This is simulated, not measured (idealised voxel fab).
The process module that follows is named voxel plated lines.
FYI the section here is cut, 215 nm wide, cells are 5 nm squares.
Notation: cross-section as square-cell grid; stated in bands, top first, going down; one or more cell rows per band.
The entry gives the band's vertical extent as a top height and a bottom height in nm, then its horizontal make-up as materials from left to right, each with a width in nm. "blank" stands for empty space; a single material marked "throughout" fills the band edge to edge.
Where do heights start? At 0: under that level the wafer as delivered is made of one material only. And the lowest band has no floor; it just carries on downward, as in "0 and below".
Read "30..40" as a graded width: first number on top, second number at the bottom, same change between each pair of neighbouring rows.
It should be understood that the words "no modification", when stated for a given step, signify that the cross-section underwent no change in any of its cells during that step.
Basically, "Enclosed voids" tells you about the enclosed voids: empty spaces with no open way to the top, 8 cells or bigger, each written width x height at distance, where distance is from the left edge, all in nm.
What comes after the settings on a step's line is commentary from the simulator itself on that step.
overlay nm: right-of-plan distance of the mask on a masked step; negative values mean left-of-plan.
The steps planned for the process are as follows
1: op RECEIVE | material Si
2: op CONFORMAL_DEP | material Al2O3 | thk nm 5
3: op DIRECTIONAL_DEP | material TiN | thk nm 5
4: op PATTERN | tone open | mask id LINES | material resist | width nm 25 | pitch nm 50 | thk nm 30 | overlay nm 0
5: op EPI | material Ru | thk nm 5
6: op EPI | material Ru | thk nm 5
7: op STRIP | etch materials resist
8: op DIRECTIONAL_ETCH | etch materials TiN | depth nm 5
9: op CONFORMAL_DEP | material SiO2 | thk nm 10
As received (post step 1): cross-section
0 and below: Si throughout
Enclosed voids: none
The first of two wafers, cross-sectioned at the end of the module, with the run proceeding as planned
30 down to 20: blank 60 nm  SiO2 45 nm  blank 5 nm  SiO2 45 nm  blank 60 nm
20 down to 15: blank 60 nm  SiO2 10 nm  Ru 25 nm  SiO2 10 nm  blank 5 nm  SiO2 10 nm  Ru 25 nm  SiO2 10 nm  blank 60 nm
15 down to 10: SiO2 70 nm  Ru 25 nm  SiO2 25 nm  Ru 25 nm  SiO2 70 nm
10 down to 5: SiO2 70 nm  TiN 25 nm  SiO2 25 nm  TiN 25 nm  SiO2 70 nm
5 down to 0: Al2O3 throughout
0 and below: Si throughout
Enclosed voids: none
Second wafer cross-section at end of module - shared start and plan with the first, one mistake in the run
30 down to 20: SiO2 80 nm  blank 5 nm  SiO2 45 nm  blank 5 nm  SiO2 80 nm
20 down to 15: Ru 70 nm  SiO2 10 nm  blank 5 nm  SiO2 10 nm  Ru 25 nm  SiO2 10 nm  blank 5 nm  SiO2 10 nm  Ru 70 nm
15 down to 10: Ru 70 nm  SiO2 25 nm  Ru 25 nm  SiO2 25 nm  Ru 70 nm
10 down to 5: TiN 70 nm  SiO2 25 nm  TiN 25 nm  SiO2 25 nm  TiN 70 nm
5 down to 0: Al2O3 throughout
0 and below: Si throughout
Enclosed voids: none
what went wrong: for step 4, the planned setting was not used; the step was instead run as op PATTERN | tone cover | mask id LINES | material resist | width nm 25 | pitch nm 50 | thk nm 30 | overlay nm 0
Count the cells at the end and the second wafer has more or fewer of some materials than the first: 46 more of Ru; 23 more of TiN
